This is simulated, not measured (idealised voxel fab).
Process module heading - voxel released beams
In the cross-section labelled cut, the width is 195 nm and each square cell is 5 nm.
Cross-sections here: square-cell grids, written as top-down lists of bands, a band being one or more rows of cells.
Within each band entry, the heights of the top and of the bottom of the band appear first, in that order and in nm; the materials of the band then follow from left to right, each with its corresponding width in nm. The designation "everywhere" on a single material indicates that it fills the band from edge to edge; the designation "blank" indicates empty space.
Height 0 is the level under which the wafer as received is all one material. The lowest band goes on downwards, as in "0 and below".
When a width is written as two numbers, as in "30 to 40", the first number is the width in the top row of cells of the band and the second is the width in its bottom row, and the width changes by the same amount from each row to the next.
Given "nothing changed" for a step, no cell of the cross-section differs between before and after that step.
What "Enclosed void inventory" gives you is every empty space of 8 cells or more that is cut off from the top. Each appears as width x height at distance, with the distance taken from the left edge and width, height and distance all in nm.
On a step's line, text after the settings is the simulator commenting on that step.
Among the settings permitted on a step's line is "overlay nm"; applied to a step with a mask, it specifies the extent to which the mask lay to the right of its planned position, whereas a negative figure signifies a position to the left.

These are the steps we planned for the process
1 RECEIVE: material Si
2 CONFORMAL_DEP: material Al2O3, thk nm 10
3 DIRECTIONAL_DEP: material SiO2, thk nm 15
4 DIRECTIONAL_DEP: material aC, thk nm 10
5 PATTERN: tone open, mask id ANCHOR, material resist, width nm 40, thk nm 30, overlay nm 0
6 DIRECTIONAL_ETCH: etch materials aC, depth nm 10
7 STRIP: etch materials resist
8 DIRECTIONAL_ETCH: etch materials SiO2, depth nm 15
9 STRIP: etch materials aC
10 CONFORMAL_DEP: material SiN, thk nm 15
11 MASKED_ETCH: tone cover, mask id BEAM, width nm 85, etch materials SiN, depth nm 15, overlay nm 0
12 STRIP: etch materials SiO2

Incoming wafer, cross-sectional view, post step 1
	0 and below  Si everywhere
	Enclosed void inventory: none

Sectioned view, first of two wafers, at the close of the module, processed as intended in the plan
	40 down to 25  50 blank  20 SiN  10 blank  55 SiN  60 blank
	25 down to 10  55 blank  40 SiN  100 blank
	10 down to 0  Al2O3 everywhere
	0 and below  Si everywhere
	Enclosed void inventory: none

Wafer two (of two), end-of-module cross-section: start = wafer one, plan = wafer one, one run mistake
	30 down to 25  50 blank  20 SiN  10 blank  55 SiN  60 blank
	25 down to 15  50 blank  85 SiN  60 blank
	15 down to 10  55 blank  40 SiN  100 blank
	10 down to 0  Al2O3 everywhere
	0 and below  Si everywhere
	Enclosed void inventory: none
The mistake made against the process plan was this: step 3 ran as: DIRECTIONAL_DEP: material SiO2, thk nm 5
Final tally in cells, some materials are higher or lower on the second wafer than on the first: SiN -12
